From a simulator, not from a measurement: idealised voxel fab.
A process module follows: voxel self aligned contacts.
cross-section cut | 225 nm wide | cells 5 nm
Each cross-section below is a grid of square cells, stated as bands in top-down order, with one or more rows of cells making up each band. A band entry consists of two parts. The first gives the height of the band's top and the height of its bottom, in nm. The rest lists the band's materials from left to right, each with its width in nm. A single material labelled with the word "everywhere" fills the band from edge to edge, and the word "empty" marks empty space. It should be noted that heights are counted from 0, beneath which the wafer as supplied is of one material throughout, and that the lowest band possesses no lower boundary but continues downward, as written in "0 -> down". You'd read "30->40" like this: the band's top row of cells is as wide as the first number, its bottom row is as wide as the second, and going down, every row changes width by the same amount as the row before did. Take "no modification" at face value: in the step it is given for, the cross-section changed in none of its cells. Any empty space of 8 cells or more lacking an open way to the top shows up in "Enclosed void catalog" as width x height at distance, distance from the left edge, in nm. If you see something after the settings on a step's line, that's the simulator's own remark about that step. overlay nm: mask offset rightward from planned place, masked step; negative means leftward offset.
## Process steps foreseen in the plan
1) RECEIVE | material Si
2) CONFORMAL_DEP | material SiO2 | thk nm 5
3) DIRECTIONAL_DEP | material polySi | thk nm 30
4) DIRECTIONAL_DEP | material SiN | thk nm 20
5) PATTERN | tone cover | mask id GATE | material resist | width nm 25 | pitch nm 60 | thk nm 20 | overlay nm 0
6) DIRECTIONAL_ETCH | etch materials SiN | depth nm 20
7) DIRECTIONAL_ETCH | etch materials polySi | depth nm 30
8) STRIP | etch materials resist
9) CONFORMAL_DEP | material SiN | thk nm 5
10) DIRECTIONAL_ETCH | etch materials SiN | depth nm 5
11) FILL_DEP | material SiO2 | thk nm 15
12) CMP | height nm 60
13) MASKED_ETCH | tone open | mask id CONTACT | width nm 45 | etch materials SiO2 | depth nm 60 | overlay nm 0
14) CONFORMAL_DEP | material TiN | thk nm 5
15) FILL_DEP | material Ru | thk nm 10
16) CMP | height nm 60
17) CONFORMAL_DEP | material SiCN | thk nm 5
## This is the cross-section of the wafer as we received it, i.e. after step 1
* 0 -> down  Si everywhere
* Enclosed void catalog: none
## The cross-section shown corresponds to the wafer at the conclusion of the module. The initial structure and the process plan are those presented above; however, one mistake occurred in executing the plan
* 65 -> 60  SiCN everywhere
* 60 -> 55  90 nm SiO2  15 nm TiN  15 nm SiN  15 nm TiN  90 nm SiO2
* 55 -> 35  65 nm SiO2  35 nm SiN  5 nm TiN  15 nm SiN  5 nm TiN  35 nm SiN  65 nm SiO2
* 35 -> 5  65 nm SiO2  5 nm SiN  25 nm polySi  5 nm SiN  5 nm TiN  15 nm SiN  5 nm TiN  5 nm SiN  25 nm polySi  5 nm SiN  65 nm SiO2
* 5 -> 0  100 nm SiO2  25 nm TiN  100 nm SiO2
* 0 -> down  Si everywhere
* Enclosed void catalog: none
Short version of what went wrong: so step 15 ended up running with a different setting than we planned, it ran as FILL_DEP | material SiN | thk nm 10
